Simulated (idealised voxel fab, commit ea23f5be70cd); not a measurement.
The process module presented herein is designated voxel air gaps.
cross-section cut | 210 nm wide | cells 5 nm
Each cross-section below is a grid of square cells, stated as bands in top-down order, with one or more rows of cells making up each band. Each band's line starts with the height of the band's top and of its bottom, in nm. Then come its materials from left to right, each with its width in nm. One material with "everywhere" fills the band from edge to edge. "blank" is empty space. Heights are reckoned from 0. Under this level, the received wafer is all of one material. The bottommost band is open-ended downward, for example "0 and below". Think of "30->40" as a width that walks from the first number to the second as you go down the band, top row to bottom row, taking equal-sized steps from row to row. Step note "no alterations made" = no cross-section cell changed. Enclosed voids (no open way to top), threshold 8 cells or more, entry "Voids lacking openings", notation width x height at distance, distance from left edge, nm. Whatever follows a step's settings on its line is a remark the simulator itself makes about that step. A step line may carry the setting "overlay nm", which, for steps involving a mask, states the distance by which the mask lay to the right of its intended position; negative values denote displacement to the left.

[Set out below are the planned steps of the process]
1) RECEIVE, material Si
2) CONFORMAL_DEP, material SiO2, thk nm 10
3) CONFORMAL_DEP, material SiN, thk nm 5
4) DIRECTIONAL_DEP, material SiO2, thk nm 35
5) MASKED_ETCH, tone open, mask id LINES, width nm 15, pitch nm 40, etch materials SiO2, depth nm 35, overlay nm -15
6) CONFORMAL_DEP, material TiN, thk nm 5
7) FILL_DEP, material Cu, thk nm 5
8) CMP, height nm 50
9) EPI, material Ru, thk nm 10
10) SELECTIVE_ETCH, etch materials SiO2, depth nm 45
11) CONFORMAL_DEP, material SiCN, thk nm 5
The value of overlay nm given for step 5 in the plan refers to the first wafer; the wafers vary in this setting and are alike at the start.

[The first of several wafers, as received after step 1, seen in section]
	0 and below: Si everywhere
	Voids lacking openings: none

[The first of several wafers, seen in cross-section after the module's last step, step 11]
	65 down to 60: blank=25  SiCN=125  blank=60
	60 down to 50: blank=25  SiCN=5  Ru=35  SiCN=5  Ru=35  SiCN=5  Ru=35  SiCN=5  blank=60
	50 down to 45: blank=25  SiCN=15  TiN=5  Cu=5  TiN=5  SiCN=25  TiN=5  Cu=5  TiN=5  SiCN=25  TiN=5  Cu=5  TiN=5  SiCN=15  blank=60
	45 down to 20: blank=35  SiCN=5  TiN=5  Cu=5  TiN=5  SiCN=5  blank=15  SiCN=5  TiN=5  Cu=5  TiN=5  SiCN=5  blank=15  SiCN=5  TiN=5  Cu=5  TiN=5  SiCN=5  blank=70
	20 down to 15: SiCN=40  TiN=15  SiCN=25  TiN=15  SiCN=25  TiN=15  SiCN=75
	15 down to 10: SiN everywhere
	10 down to 0: SiO2 everywhere
	0 and below: Si everywhere
	Voids lacking openings: 15 x 25 at 60; 15 x 25 at 100

[At the end of the module, the last of several wafers in cross-section]
	65 down to 60: blank=55  SiCN=125  blank=30
	60 down to 50: blank=55  SiCN=5  Ru=35  SiCN=5  Ru=35  SiCN=5  Ru=35  SiCN=5  blank=30
	50 down to 45: blank=55  SiCN=15  TiN=5  Cu=5  TiN=5  SiCN=25  TiN=5  Cu=5  TiN=5  SiCN=25  TiN=5  Cu=5  TiN=5  SiCN=15  blank=30
	45 down to 20: blank=65  SiCN=5  TiN=5  Cu=5  TiN=5  SiCN=5  blank=15  SiCN=5  TiN=5  Cu=5  TiN=5  SiCN=5  blank=15  SiCN=5  TiN=5  Cu=5  TiN=5  SiCN=5  blank=40
	20 down to 15: SiCN=70  TiN=15  SiCN=25  TiN=15  SiCN=25  TiN=15  SiCN=45
	15 down to 10: SiN everywhere
	10 down to 0: SiO2 everywhere
	0 and below: Si everywhere
	Voids lacking openings: 15 x 25 at 90; 15 x 25 at 130

[Below is a per-wafer table. In it, each row describes the wafer at the end of the module by giving, for each material, the number of cells gained (+) or lost (-) since the wafer was received, and after that the closed voids of the wafer]
overlay nm -15, +18 Cu, +42 Ru, +112 SiCN, +42 SiN, +84 SiO2, +45 TiN, Voids lacking openings: 15 x 25 at 60; 15 x 25 at 100
overlay nm -10, +18 Cu, +42 Ru, +112 SiCN, +42 SiN, +84 SiO2, +45 TiN, Voids lacking openings: 15 x 25 at 65; 15 x 25 at 105
overlay nm -5, +18 Cu, +42 Ru, +112 SiCN, +42 SiN, +84 SiO2, +45 TiN, Voids lacking openings: 15 x 25 at 70; 15 x 25 at 110
overlay nm 0, +18 Cu, +42 Ru, +112 SiCN, +42 SiN, +84 SiO2, +45 TiN, Voids lacking openings: 15 x 25 at 75; 15 x 25 at 115
overlay nm 5, +18 Cu, +42 Ru, +112 SiCN, +42 SiN, +84 SiO2, +45 TiN, Voids lacking openings: 15 x 25 at 80; 15 x 25 at 120
overlay nm 10, +18 Cu, +42 Ru, +112 SiCN, +42 SiN, +84 SiO2, +45 TiN, Voids lacking openings: 15 x 25 at 85; 15 x 25 at 125
overlay nm 15, +18 Cu, +42 Ru, +112 SiCN, +42 SiN, +84 SiO2, +45 TiN, Voids lacking openings: 15 x 25 at 90; 15 x 25 at 130
